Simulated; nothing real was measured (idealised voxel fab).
You're looking at the process module voxel spacer lines.
Square cells of 5 nm make up the cross-section cut, whose width is 150 nm.
We lay out every cross-section as a grid of square cells and spell it out in bands from the top down, where one band means one or more rows of cells. Within each band entry, the heights of the top and of the bottom of the band appear first, in that order and in nm; the materials of the band then follow from left to right, each with its corresponding width in nm. The designation "edge to edge" on a single material indicates that it fills the band from edge to edge; the designation "blank" indicates empty space. Beneath 0, the wafer as received is one material, and that level is where height counting begins. The lowest band goes on downward without a bottom; it is written like "from 0 down". You'd read "30->40" like this: the band's top row of cells is as wide as the first number, its bottom row is as wide as the second, and going down, every row changes width by the same amount as the row before did. Key: "no modification" - step with no changed cell in the cross-section. Empty spaces counting at least 8 cells and having no open way to the top are listed in "Trapped cavities". The notation width x height at distance is used for each, the distance being from the left edge and all three values in nm. The remark found on a step's line after its settings is issued by the simulator itself and pertains to that step. A step's line can hold "overlay nm"; with a mask on that step, the setting says how far right of the planned place the mask lay, while a negative setting says it lay to the left.

Process steps - plan
1. RECEIVE: material Si
2. CONFORMAL_DEP: material Al2O3, thk nm 10
3. DIRECTIONAL_DEP: material SiN, thk nm 10
4. DIRECTIONAL_DEP: material polySi, thk nm 25
5. PATTERN: tone cover, mask id MANDREL, material resist, width nm 15, pitch nm 60, thk nm 30, overlay nm 0
6. DIRECTIONAL_ETCH: etch materials polySi, depth nm 25
7. STRIP: etch materials resist
8. CONFORMAL_DEP: material SiO2, thk nm 15
9. DIRECTIONAL_ETCH: etch materials SiO2, depth nm 15
10. STRIP: etch materials polySi
11. DIRECTIONAL_ETCH: etch materials SiN, depth nm 10
12. STRIP: etch materials SiO2
13. FILL_DEP: material SiO2, thk nm 10
14. CMP: height nm 20

Wafer cross-section on receipt, i.e. after step 1
  from 0 down  Si edge to edge
  Trapped cavities: none

End-of-module XS, first of two wafers, run as planned
  from 20 to 10  SiO2 20 | SiN 15 | SiO2 15 | SiN 15 | SiO2 15 | SiN 15 | SiO2 15 | SiN 15 | SiO2 25
  from 10 to 0  Al2O3 edge to edge
  from 0 down  Si edge to edge
  Trapped cavities: none

Second of two wafers, module complete, sectioned: it shares the first wafer's start and plan but was run with one mistake
  from 20 to 10  SiO2 edge to edge
  from 10 to 0  SiO2 20 | SiN 15 | SiO2 15 | SiN 15 | SiO2 15 | SiN 15 | SiO2 15 | SiN 15 | SiO2 25
  from 0 down  Si edge to edge
  Trapped cavities: none
Diagnosis: not run: step 2 of the plan (skipped)
Bottom line after processing is that, in cells, the second wafer is up or down on some materials versus the first: 60 fewer of Al2O3, 60 more of SiO2
